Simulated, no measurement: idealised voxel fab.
Process module name: voxel released beams
The width of the displayed cross-section, cut, is 280 nm; its cells are square, with a size of 5 nm.
Each cross-section below is a grid of square cells, stated as bands in top-down order, with one or more rows of cells making up each band.
Within each band entry, the heights of the top and of the bottom of the band appear first, in that order and in nm; the materials of the band then follow from left to right, each with its corresponding width in nm. The designation "edge to edge" on a single material indicates that it fills the band from edge to edge; the designation "air" indicates empty space.
For the purposes of this specification, 0 denotes the height below which the wafer in its as-received condition is composed wholly of one material, and the lowermost band, lacking a lower limit, extends downward without end, as expressed in "0 down".
Width: "30..40" (first number = top row, second number = bottom row, same change from row to row of cells).
"remained unchanged" means the step left every cell of the cross-section as it was.
Entry "Enclosed cavity list" = empty spaces >= 8 cells with no open way to the top; each as width x height at distance, distance from left edge, all nm.
Whatever follows a step's settings on its line is a remark the simulator itself makes about that step.
"overlay nm" answers the question of how far to the right of plan the mask lay on a step that has a mask, and when it is negative the answer is to the left.

This section lists the process steps that were planned
1) op RECEIVE | material Si
2) op CONFORMAL_DEP | material Al2O3 | thk nm 10
3) op DIRECTIONAL_DEP | material SiO2 | thk nm 15
4) op PATTERN | tone open | mask id ANCHOR | material resist | width nm 30 | thk nm 15 | overlay nm 0
5) op DIRECTIONAL_ETCH | etch materials SiO2 | depth nm 15
6) op STRIP | etch materials resist
7) op CONFORMAL_DEP | material SiN | thk nm 10
8) op PATTERN | tone cover | mask id BEAM | material resist | width nm 75 | thk nm 15 | overlay nm 0
9) op DIRECTIONAL_ETCH | etch materials SiN | depth nm 10
10) op STRIP | etch materials resist
11) op STRIP | etch materials SiO2

This is the cross-section of the wafer as we received it, i.e. after step 1
    0 down: Si edge to edge
    Enclosed cavity list: none

Run as planned - first of the two wafers cross-sectioned at the end of the module
    35 to 25: 100 nm air; 15 nm SiN; 10 nm air; 50 nm SiN; 105 nm air
    25 to 20: 105 nm air; 10 nm SiN; 10 nm air; 10 nm SiN; 145 nm air
    20 to 10: 105 nm air; 30 nm SiN; 145 nm air
    10 to 0: Al2O3 edge to edge
    0 down: Si edge to edge
    Enclosed cavity list: none

Second of two wafers, module complete, sectioned: it shares the first wafer's start and plan but was run with one mistake
    25 to 10: 105 nm SiO2; 30 nm air; 145 nm SiO2
    10 to 0: Al2O3 edge to edge
    0 down: Si edge to edge
    Enclosed cavity list: none
Deviation noted in wafer processing: step 11 was not run as planned; what actually ran was op STRIP | etch materials SiN
End of process, cell counts, second wafer against first, materials with more or fewer: SiN -42, SiO2 +150
